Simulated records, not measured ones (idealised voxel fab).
process module | voxel self aligned contacts
cross-section cut | 220 nm wide | cells 5 nm
A cross-section is a grid of square cells, given in bands from the top down. A band is one or more rows of cells.
Each band's line starts with the height of the band's top and of its bottom, in nm. Then come its materials from left to right, each with its width in nm. One material with "throughout" fills the band from edge to edge. "air" is empty space.
Height 0 is the level under which the wafer as received is all one material. The lowest band goes on downwards, as in "0 down".
A width such as "30 to 40" changes by the same amount from each row of cells to the next, from the band's top row to its bottom row.
"no change" after a step means that no cell of the cross-section changed.
closed voids: empty space of 8 cells or more with no open way to the top, each as width x height at its distance from the left edge, in nm
after a step's settings: what the simulator itself notes on the step
overlay nm, on a step with a mask: how far to the right of its planned place the mask lay; to the left if negative
plan
1 op RECEIVE | material Si
2 op OXIDIZE | depth nm 5
3 op DIRECTIONAL_DEP | material polySi | thk nm 30
4 op DIRECTIONAL_DEP | material SiN | thk nm 20
5 op PATTERN | tone cover | mask id GATE | material resist | width nm 35 | pitch nm 65 | thk nm 15 | overlay nm 0
6 op DIRECTIONAL_ETCH | etch materials SiN | depth nm 20
7 op DIRECTIONAL_ETCH | etch materials polySi | depth nm 30
8 op STRIP | etch materials resist
9 op CONFORMAL_DEP | material SiN | thk nm 5
10 op DIRECTIONAL_ETCH | etch materials SiN | depth nm 5
11 op FILL_DEP | material SiO2 | thk nm 15
12 op CMP | height nm 55
13 op PATTERN | tone open | mask id CONTACT | material resist | width nm 50 | pitch nm 65 | thk nm 15 | overlay nm 0
14 op DIRECTIONAL_ETCH | etch materials SiO2 | depth nm 60
15 op STRIP | etch materials resist
16 op CONFORMAL_DEP | material TiN | thk nm 5
17 op FILL_DEP | material Ru | thk nm 10
18 op CMP | height nm 55
19 op CONFORMAL_DEP | material SiN | thk nm 5
as received, after step 1
  0 down: Si throughout
  closed voids: none
first wafer at the end, as planned
  60 to 55: SiN throughout
  55 to 50: SiO2 50 | TiN 20 | Ru 10 | TiN 20 | SiO2 15 | TiN 20 | Ru 10 | TiN 20 | SiO2 55
  50 to 30: SiO2 20 | SiN 45 | TiN 5 | Ru 10 | TiN 5 | SiN 45 | TiN 5 | Ru 10 | TiN 5 | SiN 45 | SiO2 25
  30 to 0: SiO2 20 | SiN 5 | polySi 35 | SiN 5 | TiN 5 | Ru 10 | TiN 5 | SiN 5 | polySi 35 | SiN 5 | TiN 5 | Ru 10 | TiN 5 | SiN 5 | polySi 35 | SiN 5 | SiO2 25
  0 to -5: SiO2 65 | TiN 20 | SiO2 45 | TiN 20 | SiO2 70
  -5 down: Si throughout
  closed voids: none
second wafer at the end: like start, like plan, one mistake
  60 to 55: SiN throughout
  55 to 50: SiO2 50 | TiN 50 | SiO2 15 | TiN 50 | SiO2 55
  50 to 30: SiN 30 | SiO2 20 | TiN 5 | SiN 40 | TiN 5 | SiO2 15 | TiN 5 | SiN 40 | TiN 5 | SiO2 20 | SiN 35
  30 to 0: polySi 25 | SiN 5 | SiO2 20 | TiN 5 | SiN 5 | polySi 30 | SiN 5 | TiN 5 | SiO2 15 | TiN 5 | SiN 5 | polySi 30 | SiN 5 | TiN 5 | SiO2 20 | SiN 5 | polySi 30
  0 to -5: SiO2 50 | TiN 5 | SiO2 40 | TiN 5 | SiO2 15 | TiN 5 | SiO2 40 | TiN 5 | SiO2 55
  -5 down: Si throughout
  closed voids: none
what went wrong: step 5 ran as: op PATTERN | tone open | mask id GATE | material resist | width nm 35 | pitch nm 65 | thk nm 15 | overlay nm 0
at the end the second wafer has, in cells: 44 fewer of Ru | 8 more of SiN | 24 more of SiO2 | 12 more of polySi
